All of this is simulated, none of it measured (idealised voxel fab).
process module | voxel self aligned vias
cross-section cut | 270 nm wide | cells 5 nm
A cross-section is a grid of square cells, given in bands from the top down. A band is one or more rows of cells.
Each band's line starts with the height of the band's top and of its bottom, in nm. Then come its materials from left to right, each with its width in nm. One material with "throughout" fills the band from edge to edge. "air" is empty space.
Height 0 is the level under which the wafer as received is all one material. The lowest band goes on downwards, as in "0 down".
A width such as "30 to 40" changes by the same amount from each row of cells to the next, from the band's top row to its bottom row.
"no change" after a step means that no cell of the cross-section changed.
closed voids: empty space of 8 cells or more with no open way to the top, each as width x height at its distance from the left edge, in nm
after a step's settings: what the simulator itself notes on the step
overlay nm, on a step with a mask: how far to the right of its planned place the mask lay; to the left if negative
plan
1 op RECEIVE | material Si
2 op CONFORMAL_DEP | material SiO2 | thk nm 15
3 op CONFORMAL_DEP | material SiCN | thk nm 5
4 op DIRECTIONAL_DEP | material lowk | thk nm 30
5 op DIRECTIONAL_DEP | material aC | thk nm 10
6 op PATTERN | tone open | mask id LINES | material resist | width nm 15 | pitch nm 50 | thk nm 30 | overlay nm 0
7 op DIRECTIONAL_ETCH | etch materials aC | depth nm 10
8 op STRIP | etch materials resist
9 op DIRECTIONAL_ETCH | etch materials lowk | depth nm 30
10 op STRIP | etch materials aC
11 op CONFORMAL_DEP | material TiN | thk nm 5
12 op FILL_DEP | material Ru | thk nm 10
13 op CMP | height nm 50
14 op SELECTIVE_ETCH | etch materials W Ru TiN | depth nm 10
15 op FILL_DEP | material SiN | thk nm 5
16 op CMP | height nm 50
17 op DIRECTIONAL_DEP | material lowk | thk nm 20
18 op DIRECTIONAL_DEP | material aC | thk nm 15
19 op PATTERN | tone open | mask id VIAS | material resist | width nm 30 | pitch nm 50 | thk nm 35 | overlay nm 0
20 op DIRECTIONAL_ETCH | etch materials aC | depth nm 15
21 op STRIP | etch materials resist
22 op DIRECTIONAL_ETCH | etch materials lowk | depth nm 20
23 op DIRECTIONAL_ETCH | etch materials SiN | depth nm 10
24 op STRIP | etch materials aC
25 op CONFORMAL_DEP | material TiN | thk nm 5
26 op FILL_DEP | material W | thk nm 10
27 op CMP | height nm 70
28 op CONFORMAL_DEP | material SiN | thk nm 5
varied across the wafers: width nm of step 6. The plan shows the first wafer's value. All wafers start alike
first wafer as received, after step 1
  0 down: Si throughout
  closed voids: none
first wafer at the end, after step 28
  75 to 70: SiN throughout
  70 to 55: lowk 95 | TiN 5 | W 20 | TiN 5 | lowk 20 | TiN 5 | W 20 | TiN 5 | lowk 95
  55 to 45: lowk 95 to 105 | TiN 15 to 5 | W 5 | TiN 10 to 5 | lowk 20 to 35 | TiN 15 to 5 | W 5 | TiN 10 to 5 | lowk 95 to 100
  45 to 40: lowk 105 | TiN 15 | lowk 35 | TiN 15 | lowk 100
  40 to 25: lowk 105 | TiN 5 | Ru 5 | TiN 5 | lowk 35 | TiN 5 | Ru 5 | TiN 5 | lowk 100
  25 to 20: lowk 105 | TiN 15 | lowk 35 | TiN 15 | lowk 100
  20 to 15: SiCN throughout
  15 to 0: SiO2 throughout
  0 down: Si throughout
  closed voids: none
last wafer at the end
  75 to 70: SiN throughout
  70 to 50: lowk 95 | TiN 5 | W 20 | TiN 5 | lowk 20 | TiN 5 | W 20 | TiN 5 | lowk 95
  50 to 45: lowk 95 | TiN 5 | W 20 | TiN 5 | SiN 5 | lowk 15 | TiN 5 | W 20 | TiN 5 | SiN 5 | lowk 90
  45 to 40: lowk 95 | TiN 30 | SiN 5 | lowk 15 | TiN 30 | SiN 5 | lowk 90
  40 to 25: lowk 95 | TiN 5 | Ru 25 | TiN 5 | lowk 15 | TiN 5 | Ru 25 | TiN 5 | lowk 90
  25 to 20: lowk 95 | TiN 35 | lowk 15 | TiN 35 | lowk 90
  20 to 15: SiCN throughout
  15 to 0: SiO2 throughout
  0 down: Si throughout
  closed voids: none
each wafer at the end: cells of each material gained (+) or lost (-) since it was received, then its closed voids
width nm 15 | +6 Ru | +54 SiCN | +54 SiN | +162 SiO2 | +50 TiN | +28 W | +456 lowk | closed voids: none
width nm 20 | +12 Ru | +54 SiCN | +54 SiN | +162 SiO2 | +52 TiN | +32 W | +444 lowk | closed voids: none
width nm 25 | +18 Ru | +54 SiCN | +54 SiN | +162 SiO2 | +54 TiN | +36 W | +432 lowk | closed voids: none
width nm 30 | +24 Ru | +54 SiCN | +54 SiN | +162 SiO2 | +56 TiN | +40 W | +420 lowk | closed voids: none
width nm 35 | +30 Ru | +54 SiCN | +58 SiN | +162 SiO2 | +58 TiN | +40 W | +408 lowk | closed voids: none
